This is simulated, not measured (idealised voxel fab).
process module | voxel ribs on slabs
cross-section cut | 270 nm wide | cells 5 nm
A cross-section is a grid of square cells, given in bands from the top down. A band is one or more rows of cells.
Each band's line starts with the height of the band's top and of its bottom, in nm. Then come its materials from left to right, each with its width in nm. One material with "throughout" fills the band from edge to edge. "air" is empty space.
Height 0 is the level under which the wafer as received is all one material. The lowest band goes on downwards, as in "0 down".
A width such as "30 to 40" changes by the same amount from each row of cells to the next, from the band's top row to its bottom row.
"no change" after a step means that no cell of the cross-section changed.
closed voids: empty space of 8 cells or more with no open way to the top, each as width x height at its distance from the left edge, in nm
after a step's settings: what the simulator itself notes on the step
overlay nm, on a step with a mask: how far to the right of its planned place the mask lay; to the left if negative
plan
1 op RECEIVE | material Si
2 op DIRECTIONAL_DEP | material SiO2 | thk nm 25
3 op DIRECTIONAL_DEP | material polySi | thk nm 15
4 op DIRECTIONAL_DEP | material aC | thk nm 15
5 op PATTERN | tone cover | mask id RIB | material resist | width nm 20 | thk nm 30 | overlay nm 0
6 op DIRECTIONAL_ETCH | etch materials aC | depth nm 15
7 op STRIP | etch materials resist
8 op DIRECTIONAL_ETCH | etch materials polySi | depth nm 10
9 op STRIP | etch materials aC
10 op MASKED_ETCH | tone cover | mask id SLAB | width nm 50 | etch materials polySi | depth nm 5 | overlay nm 0
11 op FILL_DEP | material SiO2 | thk nm 25
12 op CMP | height nm 55
13 op DIRECTIONAL_DEP | material W | thk nm 5
14 op DIRECTIONAL_DEP | material aC | thk nm 10
15 op PATTERN | tone cover | mask id HEATER | material resist | width nm 30 | thk nm 25 | overlay nm 0
16 op DIRECTIONAL_ETCH | etch materials aC | depth nm 10
17 op STRIP | etch materials resist
18 op DIRECTIONAL_ETCH | etch materials W | depth nm 5
19 op STRIP | etch materials aC
20 op CONFORMAL_DEP | material SiN | thk nm 10
as received, after step 1
  0 down: Si throughout
  closed voids: none
first wafer at the end, as planned
  70 to 65: air 110 | SiN 50 | air 110
  65 to 60: SiN throughout
  60 to 55: SiN 120 | W 30 | SiN 120
  55 to 40: SiO2 throughout
  40 to 30: SiO2 125 | polySi 20 | SiO2 125
  30 to 25: SiO2 110 | polySi 50 | SiO2 110
  25 to 0: SiO2 throughout
  0 down: Si throughout
  closed voids: none
second wafer at the end: like start, like plan, one mistake
  70 to 65: air 110 | SiN 50 | air 110
  65 to 60: SiN throughout
  60 to 55: SiN 120 | W 30 | SiN 120
  55 to 30: SiO2 throughout
  30 to 25: SiO2 125 | polySi 20 | SiO2 125
  25 to 0: SiO2 throughout
  0 down: Si throughout
  closed voids: none
what went wrong: step 3 ran as: op DIRECTIONAL_DEP | material polySi | thk nm 5
at the end the second wafer has, in cells: 14 more of SiO2 | 14 fewer of polySi
